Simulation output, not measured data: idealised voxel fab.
The process module that follows is named voxel transistor to metal.
This is section cut - it's 150 nm across, gridded in 5 nm square cells.
Heads up, the way a cross-section reads in here is a grid of square cells, handed over as bands from the top down, with every band being one or more rows of cells. Read a band's entry like this: the first values are the height of its top and the height of its bottom in nm, and what follows is the sequence of materials from left to right, each with its width in nm. Note that "blank" is empty space, and that a single material marked "throughout" reaches across the band from edge to edge. The reference from which all heights are counted is 0, the level beneath which the as-received wafer is entirely one material; the lowest band, having no lower bound, proceeds downward and is written after the example "0..down". Width "30 to 40": first value at the band's top row of cells, second value at its bottom row, equal change from row to row. "remained the same" -> step changed no cross-section cell. Empty spaces without an open route to the top, at least 8 cells in extent, make up the entry "Enclosed void inventory"; each is given as width x height at distance, where the distance is measured from the left edge, and all are in nm. Text after the settings on a step's line: the simulator's own remark on that step. When a step includes a mask, the "overlay nm" setting on its line states how far to the right of its planned place that mask lay, and negative values state how far to the left.
-- Here's what the planned process steps look like
step 1: RECEIVE: material Si
step 2: OXIDIZE: depth nm 5
step 3: CONFORMAL_DEP: material SiN, thk nm 10
step 4: PATTERN: tone cover, mask id ACTIVE, material resist, width nm 120, thk nm 15, overlay nm 0
step 5: DIRECTIONAL_ETCH: etch materials SiN, depth nm 10
step 6: DIRECTIONAL_ETCH: etch materials SiO2, depth nm 5
step 7: DIRECTIONAL_ETCH: etch materials Si, depth nm 35
step 8: STRIP: etch materials resist
step 9: FILL_DEP: material SiO2, thk nm 10
step 10: CMP: height nm 10
step 11: SELECTIVE_ETCH: etch materials SiO2, depth nm 10
step 12: STRIP: etch materials SiN
step 13: SELECTIVE_ETCH: etch materials SiO2, depth nm 5
step 14: OXIDIZE: depth nm 5
step 15: DIRECTIONAL_DEP: material polySi, thk nm 20
step 16: DIRECTIONAL_DEP: material SiCN, thk nm 15
step 17: MASKED_ETCH: tone cover, mask id GATE, width nm 30, etch materials SiCN, depth nm 25, overlay nm 0
step 18: MASKED_ETCH: tone cover, mask id GATE, width nm 30, etch materials polySi, depth nm 30, overlay nm 0
step 19: CONFORMAL_DEP: material SiO2, thk nm 5
step 20: DIRECTIONAL_ETCH: etch materials SiO2, depth nm 5
step 21: CONFORMAL_DEP: material SiN, thk nm 10
step 22: DIRECTIONAL_ETCH: etch materials SiN, depth nm 10
step 23: DIRECTIONAL_ETCH: etch materials SiO2, depth nm 5
step 24: DIRECTIONAL_ETCH: etch materials Si, depth nm 5
step 25: EPI: material nSi, thk nm 5
step 26: FILL_DEP: material SiO2, thk nm 5
step 27: CMP: height nm 15
step 28: STRIP: etch materials polySi
step 29: SELECTIVE_ETCH: etch materials SiO2, depth nm 5
step 30: CONFORMAL_DEP: material HfO2, thk nm 5
step 31: CONFORMAL_DEP: material TiN, thk nm 5
step 32: FILL_DEP: material W, thk nm 5
step 33: CMP: height nm 10
step 34: DIRECTIONAL_DEP: material SiO2, thk nm 15
step 35: PATTERN: tone open, mask id CONTACT, material resist, width nm 20, pitch nm 90, thk nm 15, overlay nm 0
step 36: DIRECTIONAL_ETCH: etch materials SiO2, depth nm 35
step 37: STRIP: etch materials resist
step 38: CONFORMAL_DEP: material TiN, thk nm 5
step 39: FILL_DEP: material W, thk nm 10
step 40: CMP: height nm 25
step 41: CONFORMAL_DEP: material SiCN, thk nm 5
step 42: DIRECTIONAL_DEP: material lowk, thk nm 25
step 43: MASKED_ETCH: tone open, mask id METAL_1, width nm 20, pitch nm 90, etch materials lowk, depth nm 25, overlay nm 0
step 44: MASKED_ETCH: tone open, mask id METAL_1, width nm 20, pitch nm 90, etch materials SiCN, depth nm 5, overlay nm 0
step 45: CONFORMAL_DEP: material TiN, thk nm 5
step 46: FILL_DEP: material Cu, thk nm 10
step 47: CMP: height nm 55
step 48: CONFORMAL_DEP: material SiCN, thk nm 5
step 49: DIRECTIONAL_DEP: material lowk, thk nm 25
step 50: DIRECTIONAL_DEP: material aC, thk nm 10
step 51: PATTERN: tone open, mask id METAL_2, material resist, width nm 20, pitch nm 90, thk nm 30, overlay nm 0
step 52: DIRECTIONAL_ETCH: etch materials aC, depth nm 10
step 53: STRIP: etch materials resist
step 54: DIRECTIONAL_ETCH: etch materials lowk, depth nm 15
step 55: STRIP: etch materials aC
step 56: DIRECTIONAL_DEP: material aC, thk nm 15
step 57: PATTERN: tone open, mask id METAL_2_HOLES, material resist, width nm 15, pitch nm 90, thk nm 30, overlay nm 0
step 58: DIRECTIONAL_ETCH: etch materials aC, depth nm 15
step 59: STRIP: etch materials resist
step 60: DIRECTIONAL_ETCH: etch materials lowk, depth nm 10
step 61: DIRECTIONAL_ETCH: etch materials SiCN, depth nm 5
step 62: STRIP: etch materials aC
step 63: CONFORMAL_DEP: material TiN, thk nm 5
step 64: FILL_DEP: material Ru, thk nm 10
step 65: CMP: height nm 85
step 66: CONFORMAL_DEP: material SiN, thk nm 5
-- First of two wafers - as planned
-- This is the cross-section of the wafer as we received it, i.e. after step 1
    0..down = Si throughout
    Enclosed void inventory: none
-- The following cross-section depicts the wafer upon completion of step 2
    0..-5 = SiO2 throughout
    Below -5, no change.
-- The following cross-section depicts the wafer upon completion of step 3
    10..0 = SiN throughout
    Below 0, no change.
-- The following cross-section depicts the wafer upon completion of step 4
    25..10 = blank 15 nm / resist 120 nm / blank 15 nm
    Below 10, no change.
-- The following cross-section depicts the wafer upon completion of step 5
    25..10 = blank 15 nm / resist 120 nm / blank 15 nm
    10..0 = blank 15 nm / SiN 120 nm / blank 15 nm
    Below 0, no change.
-- The following cross-section depicts the wafer upon completion of step 6
    25..10 = blank 15 nm / resist 120 nm / blank 15 nm
    10..0 = blank 15 nm / SiN 120 nm / blank 15 nm
    0..-5 = blank 15 nm / SiO2 120 nm / blank 15 nm
    Below -5, no change.
-- The following cross-section depicts the wafer upon completion of step 7
    25..10 = blank 15 nm / resist 120 nm / blank 15 nm
    10..0 = blank 15 nm / SiN 120 nm / blank 15 nm
    0..-5 = blank 15 nm / SiO2 120 nm / blank 15 nm
    -5..-40 = blank 15 nm / Si 120 nm / blank 15 nm
    Below -40, no change.
-- The following cross-section depicts the wafer upon completion of step 8
    10..0 = blank 15 nm / SiN 120 nm / blank 15 nm
    Below 0, no change.
-- The following cross-section depicts the wafer upon completion of step 9
    20..10 = SiO2 throughout
    10..0 = SiO2 15 nm / SiN 120 nm / SiO2 15 nm
    0..-5 = SiO2 throughout
    -5..-40 = SiO2 15 nm / Si 120 nm / SiO2 15 nm
    Below -40, no change.
-- The following cross-section depicts the wafer upon completion of step 10
    10..0 = SiO2 15 nm / SiN 120 nm / SiO2 15 nm
    Below 0, no change.
-- The following cross-section depicts the wafer upon completion of step 11
    10..0 = blank 15 nm / SiN 120 nm / blank 15 nm
    Below 0, no change.
-- The following cross-section depicts the wafer upon completion of step 12
    0..-5 = SiO2 throughout
    Below -5, no change.
-- The following cross-section depicts the wafer upon completion of step 13
    -5..-40 = SiO2 15 nm / Si 120 nm / SiO2 15 nm
    Below -40, no change.
-- The following cross-section depicts the wafer upon completion of step 14
    -5..-10 = SiO2 throughout
    Below -10, no change.
-- The following cross-section depicts the wafer upon completion of step 15
    15..-5 = polySi throughout
    Below -5, no change.
-- The following cross-section depicts the wafer upon completion of step 16
    30..15 = SiCN throughout
    Below 15, no change.
-- The following cross-section depicts the wafer upon completion of step 17
    30..15 = blank 60 nm / SiCN 30 nm / blank 60 nm
    Below 15, no change.
-- The following cross-section depicts the wafer upon completion of step 18
    30..15 = blank 60 nm / SiCN 30 nm / blank 60 nm
    15..-5 = blank 60 nm / polySi 30 nm / blank 60 nm
    Below -5, no change.
-- The following cross-section depicts the wafer upon completion of step 19
    35..30 = blank 55 nm / SiO2 40 nm / blank 55 nm
    30..15 = blank 55 nm / SiO2 5 nm / SiCN 30 nm / SiO2 5 nm / blank 55 nm
    15..0 = blank 55 nm / SiO2 5 nm / polySi 30 nm / SiO2 5 nm / blank 55 nm
    0..-5 = SiO2 60 nm / polySi 30 nm / SiO2 60 nm
    Below -5, no change.
-- The following cross-section depicts the wafer upon completion of step 20
    30..15 = blank 55 nm / SiO2 5 nm / SiCN 30 nm / SiO2 5 nm / blank 55 nm
    15..-5 = blank 55 nm / SiO2 5 nm / polySi 30 nm / SiO2 5 nm / blank 55 nm
    Below -5, no change.
-- The following cross-section depicts the wafer upon completion of step 21
    40..30 = blank 45 nm / SiN 60 nm / blank 45 nm
    30..15 = blank 45 nm / SiN 10 nm / SiO2 5 nm / SiCN 30 nm / SiO2 5 nm / SiN 10 nm / blank 45 nm
    15..5 = blank 45 nm / SiN 10 nm / SiO2 5 nm / polySi 30 nm / SiO2 5 nm / SiN 10 nm / blank 45 nm
    5..-5 = SiN 55 nm / SiO2 5 nm / polySi 30 nm / SiO2 5 nm / SiN 55 nm
    Below -5, no change.
-- The following cross-section depicts the wafer upon completion of step 22
    30..15 = blank 45 nm / SiN 10 nm / SiO2 5 nm / SiCN 30 nm / SiO2 5 nm / SiN 10 nm / blank 45 nm
    15..-5 = blank 45 nm / SiN 10 nm / SiO2 5 nm / polySi 30 nm / SiO2 5 nm / SiN 10 nm / blank 45 nm
    Below -5, no change.
-- The following cross-section depicts the wafer upon completion of step 23
    30..25 = blank 45 nm / SiN 10 nm / blank 5 nm / SiCN 30 nm / blank 5 nm / SiN 10 nm / blank 45 nm
    25..15 = blank 45 nm / SiN 10 nm / SiO2 5 nm / SiCN 30 nm / SiO2 5 nm / SiN 10 nm / blank 45 nm
    15..-5 = blank 45 nm / SiN 10 nm / SiO2 5 nm / polySi 30 nm / SiO2 5 nm / SiN 10 nm / blank 45 nm
    -5..-10 = blank 45 nm / SiO2 60 nm / blank 45 nm
    Below -10, no change.
-- The following cross-section depicts the wafer upon completion of step 24
    30..25 = blank 45 nm / SiN 10 nm / blank 5 nm / SiCN 30 nm / blank 5 nm / SiN 10 nm / blank 45 nm
    25..15 = blank 45 nm / SiN 10 nm / SiO2 5 nm / SiCN 30 nm / SiO2 5 nm / SiN 10 nm / blank 45 nm
    15..-5 = blank 45 nm / SiN 10 nm / SiO2 5 nm / polySi 30 nm / SiO2 5 nm / SiN 10 nm / blank 45 nm
    -5..-10 = blank 45 nm / SiO2 60 nm / blank 45 nm
    -10..-15 = SiO2 15 nm / blank 30 nm / Si 60 nm / blank 30 nm / SiO2 15 nm
    Below -15, no change.
-- The following cross-section depicts the wafer upon completion of step 25
    30..25 = blank 45 nm / SiN 10 nm / blank 5 nm / SiCN 30 nm / blank 5 nm / SiN 10 nm / blank 45 nm
    25..15 = blank 45 nm / SiN 10 nm / SiO2 5 nm / SiCN 30 nm / SiO2 5 nm / SiN 10 nm / blank 45 nm
    15..-5 = blank 45 nm / SiN 10 nm / SiO2 5 nm / polySi 30 nm / SiO2 5 nm / SiN 10 nm / blank 45 nm
    -5..-10 = blank 40 nm / nSi 5 nm / SiO2 60 nm / nSi 5 nm / blank 40 nm
    -10..-15 = SiO2 15 nm / nSi 30 nm / Si 60 nm / nSi 30 nm / SiO2 15 nm
    Below -15, no change.
-- The following cross-section depicts the wafer upon completion of step 26
    35..30 = SiO2 throughout
    30..15 = SiO2 45 nm / SiN 10 nm / SiO2 5 nm / SiCN 30 nm / SiO2 5 nm / SiN 10 nm / SiO2 45 nm
    15..-5 = SiO2 45 nm / SiN 10 nm / SiO2 5 nm / polySi 30 nm / SiO2 5 nm / SiN 10 nm / SiO2 45 nm
    -5..-10 = SiO2 40 nm / nSi 5 nm / SiO2 60 nm / nSi 5 nm / SiO2 40 nm
    Below -10, no change.
-- The following cross-section depicts the wafer upon completion of step 27
    15..-5 = SiO2 45 nm / SiN 10 nm / SiO2 5 nm / polySi 30 nm / SiO2 5 nm / SiN 10 nm / SiO2 45 nm
    Below -5, no change.
-- The following cross-section depicts the wafer upon completion of step 28
    15..-5 = SiO2 45 nm / SiN 10 nm / SiO2 5 nm / blank 30 nm / SiO2 5 nm / SiN 10 nm / SiO2 45 nm
    Below -5, no change.
-- The following cross-section depicts the wafer upon completion of step 29
    15..10 = blank 45 nm / SiN 10 nm / blank 40 nm / SiN 10 nm / blank 45 nm
    10..-5 = SiO2 45 nm / SiN 10 nm / blank 40 nm / SiN 10 nm / SiO2 45 nm
    -5..-10 = SiO2 40 nm / nSi 5 nm / SiO2 10 nm / blank 40 nm / SiO2 10 nm / nSi 5 nm / SiO2 40 nm
    Below -10, no change.
-- The following cross-section depicts the wafer upon completion of step 30
    20..15 = blank 40 nm / HfO2 20 nm / blank 30 nm / HfO2 20 nm / blank 40 nm
    15..10 = HfO2 45 nm / SiN 10 nm / HfO2 5 nm / blank 30 nm / HfO2 5 nm / SiN 10 nm / HfO2 45 nm
    10..-5 = SiO2 45 nm / SiN 10 nm / HfO2 5 nm / blank 30 nm / HfO2 5 nm / SiN 10 nm / SiO2 45 nm
    -5..-10 = SiO2 40 nm / nSi 5 nm / SiO2 10 nm / HfO2 40 nm / SiO2 10 nm / nSi 5 nm / SiO2 40 nm
    Below -10, no change.
-- The following cross-section depicts the wafer upon completion of step 31
    25..20 = blank 35 nm / TiN 30 nm / blank 20 nm / TiN 30 nm / blank 35 nm
    20..15 = TiN 40 nm / HfO2 20 nm / TiN 5 nm / blank 20 nm / TiN 5 nm / HfO2 20 nm / TiN 40 nm
    15..10 = HfO2 45 nm / SiN 10 nm / HfO2 5 nm / TiN 5 nm / blank 20 nm / TiN 5 nm / HfO2 5 nm / SiN 10 nm / HfO2 45 nm
    10..0 = SiO2 45 nm / SiN 10 nm / HfO2 5 nm / TiN 5 nm / blank 20 nm / TiN 5 nm / HfO2 5 nm / SiN 10 nm / SiO2 45 nm
    0..-5 = SiO2 45 nm / SiN 10 nm / HfO2 5 nm / TiN 30 nm / HfO2 5 nm / SiN 10 nm / SiO2 45 nm
    Below -5, no change.
-- The following cross-section depicts the wafer upon completion of step 32
    30..25 = W throughout
    25..20 = W 35 nm / TiN 30 nm / W 20 nm / TiN 30 nm / W 35 nm
    20..15 = TiN 40 nm / HfO2 20 nm / TiN 5 nm / W 20 nm / TiN 5 nm / HfO2 20 nm / TiN 40 nm
    15..10 = HfO2 45 nm / SiN 10 nm / HfO2 5 nm / TiN 5 nm / W 20 nm / TiN 5 nm / HfO2 5 nm / SiN 10 nm / HfO2 45 nm
    10..0 = SiO2 45 nm / SiN 10 nm / HfO2 5 nm / TiN 5 nm / W 20 nm / TiN 5 nm / HfO2 5 nm / SiN 10 nm / SiO2 45 nm
    Below 0, no change.
-- The following cross-section depicts the wafer upon completion of step 33
    10..0 = SiO2 45 nm / SiN 10 nm / HfO2 5 nm / TiN 5 nm / W 20 nm / TiN 5 nm / HfO2 5 nm / SiN 10 nm / SiO2 45 nm
    Below 0, no change.
-- The following cross-section depicts the wafer upon completion of step 34
    25..10 = SiO2 throughout
    Below 10, no change.
-- The following cross-section depicts the wafer upon completion of step 35
    40..25 = resist 20 nm / blank 20 nm / resist 70 nm / blank 20 nm / resist 20 nm
    Below 25, no change.
-- The following cross-section depicts the wafer upon completion of step 36
    40..25 = resist 20 nm / blank 20 nm / resist 70 nm / blank 20 nm / resist 20 nm
    25..10 = SiO2 20 nm / blank 20 nm / SiO2 70 nm / blank 20 nm / SiO2 20 nm
    10..0 = SiO2 20 nm / blank 20 nm / SiO2 5 nm / SiN 10 nm / HfO2 5 nm / TiN 5 nm / W 20 nm / TiN 5 nm / HfO2 5 nm / SiN 10 nm / SiO2 5 nm / blank 20 nm / SiO2 20 nm
    0..-5 = SiO2 20 nm / blank 20 nm / SiO2 5 nm / SiN 10 nm / HfO2 5 nm / TiN 30 nm / HfO2 5 nm / SiN 10 nm / SiO2 5 nm / blank 20 nm / SiO2 20 nm
    -5..-10 = SiO2 20 nm / blank 20 nm / nSi 5 nm / SiO2 10 nm / HfO2 40 nm / SiO2 10 nm / nSi 5 nm / blank 20 nm / SiO2 20 nm
    Below -10, no change.
-- The following cross-section depicts the wafer upon completion of step 37
    25..10 = SiO2 20 nm / blank 20 nm / SiO2 70 nm / blank 20 nm / SiO2 20 nm
    Below 10, no change.
-- The following cross-section depicts the wafer upon completion of step 38
    30..25 = TiN 25 nm / blank 10 nm / TiN 80 nm / blank 10 nm / TiN 25 nm
    25..10 = SiO2 20 nm / TiN 5 nm / blank 10 nm / TiN 5 nm / SiO2 70 nm / TiN 5 nm / blank 10 nm / TiN 5 nm / SiO2 20 nm
    10..0 = SiO2 20 nm / TiN 5 nm / blank 10 nm / TiN 5 nm / SiO2 5 nm / SiN 10 nm / HfO2 5 nm / TiN 5 nm / W 20 nm / TiN 5 nm / HfO2 5 nm / SiN 10 nm / SiO2 5 nm / TiN 5 nm / blank 10 nm / TiN 5 nm / SiO2 20 nm
    0..-5 = SiO2 20 nm / TiN 5 nm / blank 10 nm / TiN 5 nm / SiO2 5 nm / SiN 10 nm / HfO2 5 nm / TiN 30 nm / HfO2 5 nm / SiN 10 nm / SiO2 5 nm / TiN 5 nm / blank 10 nm / TiN 5 nm / SiO2 20 nm
    -5..-10 = SiO2 20 nm / TiN 20 nm / nSi 5 nm / SiO2 10 nm / HfO2 40 nm / SiO2 10 nm / nSi 5 nm / TiN 20 nm / SiO2 20 nm
    Below -10, no change.
-- The following cross-section depicts the wafer upon completion of step 39
    40..30 = W throughout
    30..25 = TiN 25 nm / W 10 nm / TiN 80 nm / W 10 nm / TiN 25 nm
    25..10 = SiO2 20 nm / TiN 5 nm / W 10 nm / TiN 5 nm / SiO2 70 nm / TiN 5 nm / W 10 nm / TiN 5 nm / SiO2 20 nm
    10..0 = SiO2 20 nm / TiN 5 nm / W 10 nm / TiN 5 nm / SiO2 5 nm / SiN 10 nm / HfO2 5 nm / TiN 5 nm / W 20 nm / TiN 5 nm / HfO2 5 nm / SiN 10 nm / SiO2 5 nm / TiN 5 nm / W 10 nm / TiN 5 nm / SiO2 20 nm
    0..-5 = SiO2 20 nm / TiN 5 nm / W 10 nm / TiN 5 nm / SiO2 5 nm / SiN 10 nm / HfO2 5 nm / TiN 30 nm / HfO2 5 nm / SiN 10 nm / SiO2 5 nm / TiN 5 nm / W 10 nm / TiN 5 nm / SiO2 20 nm
    Below -5, no change.
-- The following cross-section depicts the wafer upon completion of step 40
    25..10 = SiO2 20 nm / TiN 5 nm / W 10 nm / TiN 5 nm / SiO2 70 nm / TiN 5 nm / W 10 nm / TiN 5 nm / SiO2 20 nm
    Below 10, no change.
-- The following cross-section depicts the wafer upon completion of step 41
    30..25 = SiCN throughout
    Below 25, no change.
-- The following cross-section depicts the wafer upon completion of step 42
    55..30 = lowk throughout
    Below 30, no change.
-- The following cross-section depicts the wafer upon completion of step 43
    55..30 = lowk 20 nm / blank 20 nm / lowk 70 nm / blank 20 nm / lowk 20 nm
    Below 30, no change.
-- The following cross-section depicts the wafer upon completion of step 44
    55..30 = lowk 20 nm / blank 20 nm / lowk 70 nm / blank 20 nm / lowk 20 nm
    30..25 = SiCN 20 nm / blank 20 nm / SiCN 70 nm / blank 20 nm / SiCN 20 nm
    Below 25, no change.
-- The following cross-section depicts the wafer upon completion of step 45
    60..55 = TiN 25 nm / blank 10 nm / TiN 80 nm / blank 10 nm / TiN 25 nm
    55..30 = lowk 20 nm / TiN 5 nm / blank 10 nm / TiN 5 nm / lowk 70 nm / TiN 5 nm / blank 10 nm / TiN 5 nm / lowk 20 nm
    30..25 = SiCN 20 nm / TiN 20 nm / SiCN 70 nm / TiN 20 nm / SiCN 20 nm
    Below 25, no change.
-- The following cross-section depicts the wafer upon completion of step 46
    70..60 = Cu throughout
    60..55 = TiN 25 nm / Cu 10 nm / TiN 80 nm / Cu 10 nm / TiN 25 nm
    55..30 = lowk 20 nm / TiN 5 nm / Cu 10 nm / TiN 5 nm / lowk 70 nm / TiN 5 nm / Cu 10 nm / TiN 5 nm / lowk 20 nm
    Below 30, no change.
-- The following cross-section depicts the wafer upon completion of step 47
    55..30 = lowk 20 nm / TiN 5 nm / Cu 10 nm / TiN 5 nm / lowk 70 nm / TiN 5 nm / Cu 10 nm / TiN 5 nm / lowk 20 nm
    Below 30, no change.
-- The following cross-section depicts the wafer upon completion of step 48
    60..55 = SiCN throughout
    Below 55, no change.
-- The following cross-section depicts the wafer upon completion of step 49
    85..60 = lowk throughout
    Below 60, no change.
-- The following cross-section depicts the wafer upon completion of step 50
    95..85 = aC throughout
    Below 85, no change.
-- The following cross-section depicts the wafer upon completion of step 51
    125..95 = resist 20 nm / blank 20 nm / resist 70 nm / blank 20 nm / resist 20 nm
    Below 95, no change.
-- The following cross-section depicts the wafer upon completion of step 52
    115..95 = resist 20 nm / blank 20 nm / resist 70 nm / blank 20 nm / resist 20 nm
    95..85 = aC 20 nm / blank 20 nm / aC 70 nm / blank 20 nm / aC 20 nm
    Below 85, no change.
-- The following cross-section depicts the wafer upon completion of step 53
    95..85 = aC 20 nm / blank 20 nm / aC 70 nm / blank 20 nm / aC 20 nm
    Below 85, no change.
-- The following cross-section depicts the wafer upon completion of step 54
    95..85 = aC 20 nm / blank 20 nm / aC 70 nm / blank 20 nm / aC 20 nm
    85..70 = lowk 20 nm / blank 20 nm / lowk 70 nm / blank 20 nm / lowk 20 nm
    Below 70, no change.
-- The following cross-section depicts the wafer upon completion of step 55
    85..70 = lowk 20 nm / blank 20 nm / lowk 70 nm / blank 20 nm / lowk 20 nm
    Below 70, no change.
-- The following cross-section depicts the wafer upon completion of step 56
    100..85 = aC 20 nm / blank 20 nm / aC 70 nm / blank 20 nm / aC 20 nm
    85..70 = lowk 20 nm / aC 20 nm / lowk 70 nm / aC 20 nm / lowk 20 nm
    Below 70, no change.
-- The following cross-section depicts the wafer upon completion of step 57
    130..100 = resist 20 nm / blank 15 nm / resist 75 nm / blank 15 nm / resist 25 nm
    100..85 = aC 20 nm / blank 15 nm / resist 5 nm / aC 70 nm / blank 15 nm / resist 5 nm / aC 20 nm
    Below 85, no change.
-- The following cross-section depicts the wafer upon completion of step 58
    115..100 = resist 20 nm / blank 15 nm / resist 75 nm / blank 15 nm / resist 25 nm
    100..85 = aC 20 nm / blank 15 nm / resist 5 nm / aC 70 nm / blank 15 nm / resist 5 nm / aC 20 nm
    85..70 = lowk 20 nm / blank 15 nm / aC 5 nm / lowk 70 nm / blank 15 nm / aC 5 nm / lowk 20 nm
    Below 70, no change.
-- The following cross-section depicts the wafer upon completion of step 59
    100..85 = aC 20 nm / blank 20 nm / aC 70 nm / blank 20 nm / aC 20 nm
    Below 85, no change.
-- The following cross-section depicts the wafer upon completion of step 60
    100..85 = aC 20 nm / blank 20 nm / aC 70 nm / blank 20 nm / aC 20 nm
    85..70 = lowk 20 nm / blank 15 nm / aC 5 nm / lowk 70 nm / blank 15 nm / aC 5 nm / lowk 20 nm
    70..60 = lowk 20 nm / blank 15 nm / lowk 75 nm / blank 15 nm / lowk 25 nm
    Below 60, no change.
-- The following cross-section depicts the wafer upon completion of step 61
    100..85 = aC 20 nm / blank 20 nm / aC 70 nm / blank 20 nm / aC 20 nm
    85..70 = lowk 20 nm / blank 15 nm / aC 5 nm / lowk 70 nm / blank 15 nm / aC 5 nm / lowk 20 nm
    70..60 = lowk 20 nm / blank 15 nm / lowk 75 nm / blank 15 nm / lowk 25 nm
    60..55 = SiCN 20 nm / blank 15 nm / SiCN 75 nm / blank 15 nm / SiCN 25 nm
    Below 55, no change.
-- The following cross-section depicts the wafer upon completion of step 62
    85..70 = lowk 20 nm / blank 20 nm / lowk 70 nm / blank 20 nm / lowk 20 nm
    Below 70, no change.
-- The following cross-section depicts the wafer upon completion of step 63
    90..85 = TiN 25 nm / blank 10 nm / TiN 80 nm / blank 10 nm / TiN 25 nm
    85..75 = lowk 20 nm / TiN 5 nm / blank 10 nm / TiN 5 nm / lowk 70 nm / TiN 5 nm / blank 10 nm / TiN 5 nm / lowk 20 nm
    75..70 = lowk 20 nm / TiN 5 nm / blank 5 nm / TiN 10 nm / lowk 70 nm / TiN 5 nm / blank 5 nm / TiN 10 nm / lowk 20 nm
    70..60 = lowk 20 nm / TiN 5 nm / blank 5 nm / TiN 5 nm / lowk 75 nm / TiN 5 nm / blank 5 nm / TiN 5 nm / lowk 25 nm
    60..55 = SiCN 20 nm / TiN 15 nm / SiCN 75 nm / TiN 15 nm / SiCN 25 nm
    Below 55, no change.
-- The following cross-section depicts the wafer upon completion of step 64
    100..90 = Ru throughout
    90..85 = TiN 25 nm / Ru 10 nm / TiN 80 nm / Ru 10 nm / TiN 25 nm
    85..75 = lowk 20 nm / TiN 5 nm / Ru 10 nm / TiN 5 nm / lowk 70 nm / TiN 5 nm / Ru 10 nm / TiN 5 nm / lowk 20 nm
    75..70 = lowk 20 nm / TiN 5 nm / Ru 5 nm / TiN 10 nm / lowk 70 nm / TiN 5 nm / Ru 5 nm / TiN 10 nm / lowk 20 nm
    70..60 = lowk 20 nm / TiN 5 nm / Ru 5 nm / TiN 5 nm / lowk 75 nm / TiN 5 nm / Ru 5 nm / TiN 5 nm / lowk 25 nm
    Below 60, no change.
-- The following cross-section depicts the wafer upon completion of step 65
    85..75 = lowk 20 nm / TiN 5 nm / Ru 10 nm / TiN 5 nm / lowk 70 nm / TiN 5 nm / Ru 10 nm / TiN 5 nm / lowk 20 nm
    Below 75, no change.
-- The following cross-section depicts the wafer upon completion of step 66
    90..85 = SiN throughout
    Below 85, no change.
-- The remaining wafer, second of the two, started like the first and was run to the same plan, except that one mistake was made along the way; the two coincide through step 56, inclusive
-- At the planned end of step 57, the second wafer in cross-section
    130..100 = resist 15 nm / blank 15 nm / resist 75 nm / blank 15 nm / resist 30 nm
    100..85 = aC 20 nm / blank 10 nm / resist 10 nm / aC 70 nm / blank 10 nm / resist 10 nm / aC 20 nm
    Below 85, no change.
-- At the planned end of step 58, the second wafer in cross-section
    115..100 = resist 15 nm / blank 15 nm / resist 75 nm / blank 15 nm / resist 30 nm
    100..85 = aC 15 nm / blank 15 nm / resist 10 nm / aC 65 nm / blank 15 nm / resist 10 nm / aC 20 nm
    85..70 = lowk 20 nm / blank 10 nm / aC 10 nm / lowk 70 nm / blank 10 nm / aC 10 nm / lowk 20 nm
    Below 70, no change.
-- At the planned end of step 59, the second wafer in cross-section
    100..85 = aC 15 nm / blank 25 nm / aC 65 nm / blank 25 nm / aC 20 nm
    Below 85, no change.
-- At the planned end of step 60, the second wafer in cross-section
    100..85 = aC 15 nm / blank 25 nm / aC 65 nm / blank 25 nm / aC 20 nm
    85..75 = lowk 15 nm / blank 15 nm / aC 10 nm / lowk 65 nm / blank 15 nm / aC 10 nm / lowk 20 nm
    75..70 = lowk 20 nm / blank 10 nm / aC 10 nm / lowk 70 nm / blank 10 nm / aC 10 nm / lowk 20 nm
    70..60 = lowk 20 nm / blank 10 nm / lowk 80 nm / blank 10 nm / lowk 30 nm
    Below 60, no change.
-- At the planned end of step 61, the second wafer in cross-section
    100..85 = aC 15 nm / blank 25 nm / aC 65 nm / blank 25 nm / aC 20 nm
    85..75 = lowk 15 nm / blank 15 nm / aC 10 nm / lowk 65 nm / blank 15 nm / aC 10 nm / lowk 20 nm
    75..70 = lowk 20 nm / blank 10 nm / aC 10 nm / lowk 70 nm / blank 10 nm / aC 10 nm / lowk 20 nm
    70..60 = lowk 20 nm / blank 10 nm / lowk 80 nm / blank 10 nm / lowk 30 nm
    60..55 = SiCN 20 nm / blank 10 nm / SiCN 80 nm / blank 10 nm / SiCN 30 nm
    Below 55, no change.
-- At the planned end of step 62, the second wafer in cross-section
    85..75 = lowk 15 nm / blank 25 nm / lowk 65 nm / blank 25 nm / lowk 20 nm
    75..70 = lowk 20 nm / blank 20 nm / lowk 70 nm / blank 20 nm / lowk 20 nm
    Below 70, no change.
-- At the planned end of step 63, the second wafer in cross-section
    90..85 = TiN 20 nm / blank 15 nm / TiN 75 nm / blank 15 nm / TiN 25 nm
    85..75 = lowk 15 nm / TiN 5 to 10 nm / blank 15 to 10 nm / TiN 5 nm / lowk 65 nm / TiN 5 to 10 nm / blank 15 to 10 nm / TiN 5 nm / lowk 20 nm
    75..70 = lowk 20 nm / TiN 20 nm / lowk 70 nm / TiN 20 nm / lowk 20 nm
    70..60 = lowk 20 nm / TiN 10 nm / lowk 80 nm / TiN 10 nm / lowk 30 nm
    60..55 = SiCN 20 nm / TiN 10 nm / SiCN 80 nm / TiN 10 nm / SiCN 30 nm
    Below 55, no change.
-- At the planned end of step 64, the second wafer in cross-section
    100..90 = Ru throughout
    90..85 = TiN 20 nm / Ru 15 nm / TiN 75 nm / Ru 15 nm / TiN 25 nm
    85..75 = lowk 15 nm / TiN 5 to 10 nm / Ru 15 to 10 nm / TiN 5 nm / lowk 65 nm / TiN 5 to 10 nm / Ru 15 to 10 nm / TiN 5 nm / lowk 20 nm
    Below 75, no change.
-- At the planned end of step 65, the second wafer in cross-section
    85..75 = lowk 15 nm / TiN 5 to 10 nm / Ru 15 to 10 nm / TiN 5 nm / lowk 65 nm / TiN 5 to 10 nm / Ru 15 to 10 nm / TiN 5 nm / lowk 20 nm
    Below 75, no change.
-- At the planned end of step 66, the second wafer in cross-section
    90..85 = SiN throughout
    Below 85, no change.
What went wrong in running the wafer? the process deviated at step 57: the operation and settings actually run there were PATTERN: tone open, mask id METAL_2_HOLES, material resist, width nm 15, pitch nm 90, thk nm 30, overlay nm -5
Once processing is complete, comparing cell counts shows that the second wafer has more or fewer of certain materials than the first: Ru: 4 fewer; SiCN: 2 more; TiN: 2 more
